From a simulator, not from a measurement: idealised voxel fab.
The process module that follows is named voxel released beams.
Square cells of 5 nm make up the cross-section cut, whose width is 270 nm.
Cross-section, as written here: a square-cell grid given band by band from the top down, where a band holds one or more rows of cells.
A band entry consists of two parts. The first gives the height of the band's top and the height of its bottom, in nm. The rest lists the band's materials from left to right, each with its width in nm. A single material labelled with the word "edge to edge" fills the band from edge to edge, and the word "empty" marks empty space.
Measure heights from 0. That's the level where, below it, the as-received wafer is all one material. The lowest band is bottomless and extends downward; write it as in "z 0 and below".
Think of "30..40" as a width that walks from the first number to the second as you go down the band, top row to bottom row, taking equal-sized steps from row to row.
"no alteration" after a step means that no cell of the cross-section changed.
Closed-off voids of 8+ cells (no open route to the top) go in "Closed empty spaces", written width x height at distance from the left edge, in nm.
The remark found on a step's line after its settings is issued by the simulator itself and pertains to that step.
Regarding "overlay nm": on a step with a mask, it is the distance the mask lay to the right of its planned place; a negative value places it to the left.

[So here's the lineup of process steps we planned]
| 1 | RECEIVE [material Si] |
| 2 | CONFORMAL_DEP [material Al2O3] [thk nm 5] |
| 3 | DIRECTIONAL_DEP [material SiO2] [thk nm 10] |
| 4 | MASKED_ETCH [tone open] [mask id ANCHOR] [width nm 25] [etch materials SiO2] [depth nm 10] [overlay nm 0] |
| 5 | CONFORMAL_DEP [material W] [thk nm 10] |
| 6 | MASKED_ETCH [tone cover] [mask id BEAM] [width nm 105] [etch materials W] [depth nm 10] [overlay nm 0] |
| 7 | STRIP [etch materials SiO2] |

[Cross-section: wafer on arrival = after step 1]
z 0 and below: Si edge to edge
Closed empty spaces: none

[As-planned run: cross-section of the first of two wafers at end of module]
z 25 to 15: 80 empty, 15 W, 5 empty, 85 W, 85 empty
z 15 to 5: 85 empty, 25 W, 160 empty
z 5 to 0: Al2O3 edge to edge
z 0 and below: Si edge to edge
Closed empty spaces: none

[Cross-section, second wafer: same start as the first, same plan as the first, one mistake in running it; taken at the end of the module]
z 25 to 15: 80 empty, 105 W, 85 empty
z 15 to 5: W edge to edge
z 5 to 0: Al2O3 edge to edge
z 0 and below: Si edge to edge
Closed empty spaces: none
Where did the run depart from the plan? step 3 ran as: DIRECTIONAL_DEP [material W] [thk nm 10]
Final difference in cells, second wafer against first, listed per material as more or fewer: +100 W
